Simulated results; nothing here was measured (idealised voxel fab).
The following is a process module called voxel wiring stack.
Each square cell in cross-section cut measures 5 nm, and the section as a whole is 220 nm wide.
Cross-section = grid of square cells, listed top down in bands; band = one or more rows. Quick guide to a band line: top height, bottom height (nm) up front; then every material left to right with its width in nm. Only one material and it's marked "everywhere"? Then it fills the band edge to edge. And "empty" just means empty space. Measure heights from 0. That's the level where, below it, the as-received wafer is all one material. The lowest band is bottomless and extends downward; write it as in "z 0 and below". Think of "30->40" as a width that walks from the first number to the second as you go down the band, top row to bottom row, taking equal-sized steps from row to row. The cross-section has no changed cell in any step marked "changes: none". Empty spaces without an open route to the top, at least 8 cells in extent, make up the entry "Voids, enclosed"; each is given as width x height at distance, where the distance is measured from the left edge, and all are in nm. after a step's settings: what the simulator itself notes on the step. overlay nm: how far to the right of its planned place the mask lay on this masked step (negative: to the left).

**The steps planned for the process are as follows**
1) RECEIVE | material Si
2) CONFORMAL_DEP | material SiO2 | thk nm 15
3) CONFORMAL_DEP | material SiN | thk nm 5
4) DIRECTIONAL_DEP | material SiO2 | thk nm 25
5) DIRECTIONAL_DEP | material aC | thk nm 15
6) PATTERN | tone open | mask id METAL_1 | material resist | width nm 20 | pitch nm 50 | thk nm 35 | overlay nm 0
7) DIRECTIONAL_ETCH | etch materials aC | depth nm 15
8) STRIP | etch materials resist
9) DIRECTIONAL_ETCH | etch materials SiO2 | depth nm 25
10) DIRECTIONAL_ETCH | etch materials SiN | depth nm 5
11) STRIP | etch materials aC
12) CONFORMAL_DEP | material TiN | thk nm 5
13) FILL_DEP | material W | thk nm 5
14) CMP | height nm 45
15) EPI | material Ru | thk nm 5
16) FILL_DEP | material SiCN | thk nm 5
17) DIRECTIONAL_DEP | material lowk | thk nm 35
18) MASKED_ETCH | tone open | mask id METAL_2 | width nm 30 | pitch nm 50 | etch materials lowk | depth nm 20 | overlay nm 0
19) MASKED_ETCH | tone open | mask id METAL_2_HOLES | width nm 15 | pitch nm 50 | etch materials lowk | depth nm 15 | overlay nm 0
20) MASKED_ETCH | tone open | mask id METAL_2_HOLES | width nm 15 | pitch nm 50 | etch materials SiCN | depth nm 5 | overlay nm 0
21) CONFORMAL_DEP | material TiN | thk nm 5
22) FILL_DEP | material Cu | thk nm 10
23) CMP | height nm 90
24) CONFORMAL_DEP | material SiCN | thk nm 5
The wafers in this document start out alike and differ in the width nm applied at step 6; the plan shows the value used for the first wafer.

**First of several wafers (as received, post step 1), cross-sectional view**
  z 0 and below | Si everywhere
  Voids, enclosed: none

**Below, a row for every wafer. Read it as the end-of-module picture: for each material the wafer shows its cells gained (+) or lost (-) since it was received, and then its closed voids**
width nm 20, +64 Cu, +24 Ru, +96 SiCN, +28 SiN, +272 SiO2, +136 TiN, +40 W, +176 lowk, Voids, enclosed: none
width nm 25, +64 Cu, +28 Ru, +92 SiCN, +24 SiN, +252 SiO2, +140 TiN, +60 W, +176 lowk, Voids, enclosed: none
width nm 30, +64 Cu, +32 Ru, +88 SiCN, +20 SiN, +232 SiO2, +144 TiN, +80 W, +176 lowk, Voids, enclosed: none
width nm 35, +64 Cu, +36 Ru, +84 SiCN, +16 SiN, +212 SiO2, +148 TiN, +100 W, +176 lowk, Voids, enclosed: none
